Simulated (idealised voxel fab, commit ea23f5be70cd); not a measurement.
process module | voxel tone inversion
cross-section cut | 200 nm wide | cells 5 nm
A cross-section is a grid of square cells, given in bands from the top down. A band is one or more rows of cells.
Each band's line starts with the height of the band's top and of its bottom, in nm. Then come its materials from left to right, each with its width in nm. One material with "throughout" fills the band from edge to edge. "air" is empty space.
Height 0 is the level under which the wafer as received is all one material. The lowest band goes on downwards, as in "0 down".
A width such as "30 to 40" changes by the same amount from each row of cells to the next, from the band's top row to its bottom row.
"no change" after a step means that no cell of the cross-section changed.
closed voids: empty space of 8 cells or more with no open way to the top, each as width x height at its distance from the left edge, in nm
after a step's settings: what the simulator itself notes on the step
overlay nm, on a step with a mask: how far to the right of its planned place the mask lay; to the left if negative
plan
1 op RECEIVE | material Si
2 op CONFORMAL_DEP | material SiCN | thk nm 5
3 op DIRECTIONAL_DEP | material aC | thk nm 25
4 op PATTERN | tone cover | mask id POSTS | material resist | width nm 20 | pitch nm 35 | thk nm 35 | overlay nm 0
5 op DIRECTIONAL_ETCH | etch materials aC | depth nm 25
6 op STRIP | etch materials resist
7 op FILL_DEP | material SiO2 | thk nm 10
8 op CMP | height nm 30
9 op STRIP | etch materials aC
10 op CONFORMAL_DEP | material TiN | thk nm 5
11 op FILL_DEP | material Cu | thk nm 10
12 op CMP | height nm 30
13 op CONFORMAL_DEP | material SiCN | thk nm 5
as received, after step 1
  0 down: Si throughout
  closed voids: none
a wafer at the end: this start, this plan, one mistake
  35 to 25: SiCN throughout
  25 to 0: aC throughout
  0 down: Si throughout
  closed voids: none
what went wrong: steps 2 and 3 were swapped
